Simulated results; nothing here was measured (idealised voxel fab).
process module | voxel self aligned contacts
cross-section cut | 205 nm wide | cells 5 nm
A cross-section is a grid of square cells, given in bands from the top down. A band is one or more rows of cells.
Each band's line starts with the height of the band's top and of its bottom, in nm. Then come its materials from left to right, each with its width in nm. One material with "throughout" fills the band from edge to edge. "air" is empty space.
Height 0 is the level under which the wafer as received is all one material. The lowest band goes on downwards, as in "0 down".
A width such as "30 to 40" changes by the same amount from each row of cells to the next, from the band's top row to its bottom row.
"no change" after a step means that no cell of the cross-section changed.
closed voids: empty space of 8 cells or more with no open way to the top, each as width x height at its distance from the left edge, in nm
after a step's settings: what the simulator itself notes on the step
overlay nm, on a step with a mask: how far to the right of its planned place the mask lay; to the left if negative
plan
1 op RECEIVE | material Si
2 op OXIDIZE | depth nm 5
3 op DIRECTIONAL_DEP | material polySi | thk nm 20
4 op DIRECTIONAL_DEP | material SiN | thk nm 15
5 op DIRECTIONAL_DEP | material aC | thk nm 10
6 op PATTERN | tone cover | mask id GATE | material resist | width nm 30 | pitch nm 55 | thk nm 25 | overlay nm 0
7 op DIRECTIONAL_ETCH | etch materials aC | depth nm 10
8 op STRIP | etch materials resist
9 op DIRECTIONAL_ETCH | etch materials SiN | depth nm 15
10 op DIRECTIONAL_ETCH | etch materials polySi | depth nm 20
11 op STRIP | etch materials aC
12 op CONFORMAL_DEP | material SiN | thk nm 5
13 op DIRECTIONAL_ETCH | etch materials SiN | depth nm 5
14 op FILL_DEP | material SiO2 | thk nm 15
15 op CMP | height nm 40
16 op DIRECTIONAL_DEP | material aC | thk nm 10
17 op PATTERN | tone open | mask id CONTACT | material resist | width nm 35 | pitch nm 55 | thk nm 30 | overlay nm 0
18 op DIRECTIONAL_ETCH | etch materials aC | depth nm 10
19 op STRIP | etch materials resist
20 op DIRECTIONAL_ETCH | etch materials SiO2 | depth nm 45
21 op STRIP | etch materials aC
22 op CONFORMAL_DEP | material TiN | thk nm 5
23 op FILL_DEP | material Ru | thk nm 10
24 op CMP | height nm 40
25 op CONFORMAL_DEP | material SiN | thk nm 5
as received, after step 1
  0 down: Si throughout
  closed voids: none
a wafer at the end: this start, this plan, one mistake
  45 to 40: SiN throughout
  40 to 35: SiO2 55 | TiN 15 | Ru 5 | TiN 15 | SiO2 20 | TiN 15 | Ru 5 | TiN 15 | SiO2 60
  35 to 20: SiO2 25 | SiN 40 | TiN 5 | Ru 5 | TiN 5 | SiN 40 | TiN 5 | Ru 5 | TiN 5 | SiN 40 | SiO2 30
  20 to 15: SiO2 65 | TiN 15 | SiO2 40 | TiN 15 | SiO2 70
  15 to 0: polySi throughout
  0 down: Si throughout
  closed voids: none
what went wrong: steps 2 and 3 were swapped
